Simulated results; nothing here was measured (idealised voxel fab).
The process module that follows is named voxel wiring stack.
The cross-section shown here is cut; it is 210 nm wide and divided into square cells measuring 5 nm on a side.
Just so we're on the same page, the cross-sections are grids of square cells, and they're listed out in bands top to bottom, each band one or more rows deep. Each band's line starts with the height of the band's top and of its bottom, in nm. Then come its materials from left to right, each with its width in nm. One material with "full width" fills the band from edge to edge. "air" is empty space. Counting heights begins at 0, where everything beneath is, in the wafer as received, one material. The lowest band has no bottom; it goes on downwards, as "z 0 and below" shows. A two-number width, for instance "30->40", indicates that the width is equal to the first number in the top row of the band and to the second number in the bottom row, and that it changes by a constant amount per row of cells. It should be understood that the words "nothing different", when stated for a given step, signify that the cross-section underwent no change in any of its cells during that step. So "Voids, sealed" is basically the list of trapped voids: any empty space of 8 cells or more that can't reach the top through an opening. They're written width x height at distance, the distance being from the left edge, and it's all nm. The remark found on a step's line after its settings is issued by the simulator itself and pertains to that step. If you see "overlay nm" on a step's line and that step has a mask, it's telling you how far right of where it was planned the mask ended up; a negative number means it went left instead.
### Planned step list for the process
1) RECEIVE | material Si
2) CONFORMAL_DEP | material SiO2 | thk nm 15
3) CONFORMAL_DEP | material SiCN | thk nm 5
4) DIRECTIONAL_DEP | material SiO2 | thk nm 25
5) PATTERN | tone open | mask id METAL_1 | material resist | width nm 20 | pitch nm 35 | thk nm 20 | overlay nm 0
6) DIRECTIONAL_ETCH | etch materials SiO2 | depth nm 25
7) DIRECTIONAL_ETCH | etch materials SiCN | depth nm 5
8) STRIP | etch materials resist
9) CONFORMAL_DEP | material TiN | thk nm 5
10) FILL_DEP | material Cu | thk nm 5
11) CMP | height nm 45
12) CONFORMAL_DEP | material SiCN | thk nm 5
13) DIRECTIONAL_DEP | material SiO2 | thk nm 30
14) DIRECTIONAL_DEP | material aC | thk nm 10
15) PATTERN | tone open | mask id METAL_2_HOLES | material resist | width nm 15 | pitch nm 35 | thk nm 25 | overlay nm 0
16) DIRECTIONAL_ETCH | etch materials aC | depth nm 10
17) STRIP | etch materials resist
18) DIRECTIONAL_ETCH | etch materials SiO2 | depth nm 30
19) STRIP | etch materials aC
20) DIRECTIONAL_DEP | material aC | thk nm 15
21) PATTERN | tone open | mask id METAL_2 | material resist | width nm 20 | pitch nm 35 | thk nm 30 | overlay nm 0
22) DIRECTIONAL_ETCH | etch materials aC | depth nm 15
23) STRIP | etch materials resist
24) DIRECTIONAL_ETCH | etch materials SiO2 | depth nm 20
25) DIRECTIONAL_ETCH | etch materials SiCN | depth nm 5
26) STRIP | etch materials aC
27) CONFORMAL_DEP | material TiN | thk nm 5
28) FILL_DEP | material Cu | thk nm 10
29) CMP | height nm 80
30) CONFORMAL_DEP | material SiCN | thk nm 5
31) DIRECTIONAL_DEP | material SiO2 | thk nm 30
32) MASKED_ETCH | tone open | mask id METAL_3_HOLES | width nm 15 | pitch nm 70 | etch materials SiO2 | depth nm 30 | overlay nm 0
33) DIRECTIONAL_DEP | material aC | thk nm 15
34) PATTERN | tone open | mask id METAL_3 | material resist | width nm 20 | pitch nm 35 | thk nm 35 | overlay nm 0
35) DIRECTIONAL_ETCH | etch materials aC | depth nm 15
36) STRIP | etch materials resist
37) DIRECTIONAL_ETCH | etch materials SiO2 | depth nm 20
38) DIRECTIONAL_ETCH | etch materials SiCN | depth nm 5
39) STRIP | etch materials aC
40) CONFORMAL_DEP | material TiN | thk nm 5
41) FILL_DEP | material Cu | thk nm 5
42) CMP | height nm 115
43) CONFORMAL_DEP | material SiCN | thk nm 5
### Cross-sectional view of the wafer in its as-received condition, corresponding to the state after step 1
    z 0 and below = Si full width
    Voids, sealed: none
### Module complete - cross-section of the first of two wafers, run according to plan
    z 120 to 115 = SiCN full width
    z 115 to 100 = 40 of SiO2 | 5 of TiN | 10 of Cu | 5 of TiN | 15 of SiO2 | 5 of TiN | 10 of Cu | 5 of TiN | 15 of SiO2 | 5 of TiN | 10 of Cu | 5 of TiN | 15 of SiO2 | 5 of TiN | 10 of Cu | 5 of TiN | 45 of SiO2
    z 100 to 95 = 40 of SiO2 | 5 of TiN | 5 of Cu | 10 of TiN | 15 of SiO2 | 20 of TiN | 15 of SiO2 | 5 of TiN | 5 of Cu | 10 of TiN | 15 of SiO2 | 20 of TiN | 45 of SiO2
    z 95 to 85 = 40 of SiO2 | 5 of TiN | 5 of Cu | 5 of TiN | 55 of SiO2 | 5 of TiN | 5 of Cu | 5 of TiN | 85 of SiO2
    z 85 to 80 = 40 of SiCN | 15 of TiN | 55 of SiCN | 15 of TiN | 85 of SiCN
    z 80 to 65 = 40 of SiO2 | 5 of TiN | 10 of Cu | 5 of TiN | 15 of SiO2 | 5 of TiN | 10 of Cu | 5 of TiN | 15 of SiO2 | 5 of TiN | 10 of Cu | 5 of TiN | 15 of SiO2 | 5 of TiN | 10 of Cu | 5 of TiN | 45 of SiO2
    z 65 to 60 = 40 of SiO2 | 5 of TiN | 5 of Cu | 10 of TiN | 15 of SiO2 | 5 of TiN | 5 of Cu | 10 of TiN | 15 of SiO2 | 5 of TiN | 5 of Cu | 10 of TiN | 15 of SiO2 | 5 of TiN | 5 of Cu | 10 of TiN | 45 of SiO2
    z 60 to 50 = 40 of SiO2 | 5 of TiN | 5 of Cu | 5 of TiN | 20 of SiO2 | 5 of TiN | 5 of Cu | 5 of TiN | 20 of SiO2 | 5 of TiN | 5 of Cu | 5 of TiN | 20 of SiO2 | 5 of TiN | 5 of Cu | 5 of TiN | 50 of SiO2
    z 50 to 45 = 40 of SiCN | 15 of TiN | 20 of SiCN | 15 of TiN | 20 of SiCN | 15 of TiN | 20 of SiCN | 15 of TiN | 50 of SiCN
    z 45 to 20 = 40 of SiO2 | 5 of TiN | 10 of Cu | 5 of TiN | 15 of SiO2 | 5 of TiN | 10 of Cu | 5 of TiN | 15 of SiO2 | 5 of TiN | 10 of Cu | 5 of TiN | 15 of SiO2 | 5 of TiN | 10 of Cu | 5 of TiN | 45 of SiO2
    z 20 to 15 = 40 of SiCN | 20 of TiN | 15 of SiCN | 20 of TiN | 15 of SiCN | 20 of TiN | 15 of SiCN | 20 of TiN | 45 of SiCN
    z 15 to 0 = SiO2 full width
    z 0 and below = Si full width
    Voids, sealed: none
### End of module, second wafer, cross-section. Started like the first, planned like the first, run with one mistake
    z 120 to 115 = SiCN full width
    z 115 to 100 = 40 of SiO2 | 5 of TiN | 10 of Cu | 5 of TiN | 15 of SiO2 | 5 of TiN | 10 of Cu | 5 of TiN | 15 of SiO2 | 5 of TiN | 10 of Cu | 5 of TiN | 15 of SiO2 | 5 of TiN | 10 of Cu | 5 of TiN | 45 of SiO2
    z 100 to 95 = 40 of SiO2 | 5 of TiN | 5 of Cu | 10 of TiN | 15 of SiO2 | 20 of TiN | 15 of SiO2 | 5 of TiN | 5 of Cu | 10 of TiN | 15 of SiO2 | 20 of TiN | 45 of SiO2
    z 95 to 85 = 40 of SiO2 | 5 of TiN | 5 of Cu | 5 of TiN | 55 of SiO2 | 5 of TiN | 5 of Cu | 5 of TiN | 85 of SiO2
    z 85 to 80 = 40 of SiCN | 15 of TiN | 55 of SiCN | 15 of TiN | 85 of SiCN
    z 80 to 65 = 50 of Cu | 5 of TiN | 5 of SiO2 | 5 of TiN | 20 of Cu | 5 of TiN | 5 of SiO2 | 5 of TiN | 20 of Cu | 5 of TiN | 5 of SiO2 | 5 of TiN | 20 of Cu | 5 of TiN | 5 of SiO2 | 5 of TiN | 40 of Cu
    z 65 to 60 = 45 of TiN | 5 of Cu | 5 of TiN | 5 of SiO2 | 20 of TiN | 5 of Cu | 5 of TiN | 5 of SiO2 | 20 of TiN | 5 of Cu | 5 of TiN | 5 of SiO2 | 20 of TiN | 5 of Cu | 5 of TiN | 5 of SiO2 | 45 of TiN
    z 60 to 55 = 40 of SiO2 | 5 of TiN | 5 of Cu | 5 of TiN | 20 of SiO2 | 5 of TiN | 5 of Cu | 5 of TiN | 20 of SiO2 | 5 of TiN | 5 of Cu | 5 of TiN | 20 of SiO2 | 5 of TiN | 5 of Cu | 5 of TiN | 50 of SiO2
    z 55 to 50 = 40 of SiO2 | 15 of TiN | 20 of SiO2 | 15 of TiN | 20 of SiO2 | 15 of TiN | 20 of SiO2 | 15 of TiN | 50 of SiO2
    z 50 to 45 = SiCN full width
    z 45 to 20 = 40 of SiO2 | 5 of TiN | 10 of Cu | 5 of TiN | 15 of SiO2 | 5 of TiN | 10 of Cu | 5 of TiN | 15 of SiO2 | 5 of TiN | 10 of Cu | 5 of TiN | 15 of SiO2 | 5 of TiN | 10 of Cu | 5 of TiN | 45 of SiO2
    z 20 to 15 = 40 of SiCN | 20 of TiN | 15 of SiCN | 20 of TiN | 15 of SiCN | 20 of TiN | 15 of SiCN | 20 of TiN | 45 of SiCN
    z 15 to 0 = SiO2 full width
    z 0 and below = Si full width
    Voids, sealed: none
Heads up, the wafer didn't run the way we planned it: step 21 did not use the planned setting and instead ran as PATTERN | tone cover | mask id METAL_2 | material resist | width nm 20 | pitch nm 35 | thk nm 30 | overlay nm 0
It is noted that, at the conclusion of processing, the second wafer exhibits a higher or lower cell count for certain materials relative to the first: 62 more of Cu, 12 more of SiCN, 88 fewer of SiO2, 14 more of TiN
